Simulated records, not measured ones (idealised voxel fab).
The process module that follows is named voxel self aligned vias.
Pictured: cross-section cut, 290 nm wide, on a grid of 5 nm square cells.
Just so we're on the same page, the cross-sections are grids of square cells, and they're listed out in bands top to bottom, each band one or more rows deep.
Top height, bottom height, nm. Materials left to right, width each, nm. Single material + "all across" = fills band edge to edge. "blank" = empty.
All heights in this document are referenced to 0, defined as the level beneath which the wafer, as received, consists entirely of one material. The lowest band is not bounded below; it extends indefinitely downward and is written in the form "z 0 and below".
When a width is written as two numbers, as in "30->40", the first number is the width in the top row of cells of the band and the second is the width in its bottom row, and the width changes by the same amount from each row to the next.
"remains unaltered" -> step changed no cross-section cell.
Closed empty spaces (no open way to the top) of 8 cells or more are what "Completely sealed voids" lists, each as width x height at distance from the left edge, nm for all three.
If you see something after the settings on a step's line, that's the simulator's own remark about that step.
When a step includes a mask, the "overlay nm" setting on its line states how far to the right of its planned place that mask lay, and negative values state how far to the left.
SET OUT BELOW ARE THE PLANNED STEPS OF THE PROCESS
1. RECEIVE: material Si
2. CONFORMAL_DEP: material SiO2, thk nm 10
3. CONFORMAL_DEP: material SiCN, thk nm 5
4. DIRECTIONAL_DEP: material lowk, thk nm 20
5. MASKED_ETCH: tone open, mask id LINES, width nm 25, pitch nm 65, etch materials lowk, depth nm 20, overlay nm 0
6. CONFORMAL_DEP: material TiN, thk nm 5
7. FILL_DEP: material Ru, thk nm 10
8. CMP: height nm 35
9. SELECTIVE_ETCH: etch materials W Ru TiN, depth nm 5
10. FILL_DEP: material SiN, thk nm 10
11. CMP: height nm 35
12. DIRECTIONAL_DEP: material lowk, thk nm 15
13. DIRECTIONAL_DEP: material aC, thk nm 10
14. PATTERN: tone open, mask id VIAS, material resist, width nm 45, pitch nm 65, thk nm 25, overlay nm 0
15. DIRECTIONAL_ETCH: etch materials aC, depth nm 10
16. STRIP: etch materials resist
17. DIRECTIONAL_ETCH: etch materials lowk, depth nm 15
18. DIRECTIONAL_ETCH: etch materials SiN, depth nm 5
19. STRIP: etch materials aC
20. CONFORMAL_DEP: material TiN, thk nm 5
21. FILL_DEP: material Ru, thk nm 5
22. CMP: height nm 50
23. CONFORMAL_DEP: material SiCN, thk nm 5
SHOWN IN CROSS-SECTION IS THE WAFER AS RECEIVED, THAT IS, AS IT STANDS AFTER STEP 1
  z 0 and below | Si all across
  Completely sealed voids: none
SAME STARTING WAFER, SAME PLAN AS ABOVE, ONE MISTAKE IN THE EXECUTION; THIS IS THE CROSS-SECTION AT THE END OF THE MODULE
  z 55 to 50 | SiCN all across
  z 50 to 35 | 90 of lowk  5 of TiN  35 of Ru  5 of TiN  20 of lowk  5 of TiN  35 of Ru  5 of TiN  90 of lowk
  z 35 to 30 | 90 of lowk  45 of TiN  20 of lowk  45 of TiN  90 of lowk
  z 30 to 20 | 90 of lowk  15 of TiN  15 of Ru  15 of TiN  20 of lowk  15 of TiN  15 of Ru  15 of TiN  90 of lowk
  z 20 to 15 | 100 of lowk  25 of TiN  40 of lowk  25 of TiN  100 of lowk
  z 15 to 10 | SiCN all across
  z 10 to 0 | SiO2 all across
  z 0 and below | Si all across
  Completely sealed voids: none
In executing the process, a mistake was made relative to the plan: yeah, plan step 17 got run twice
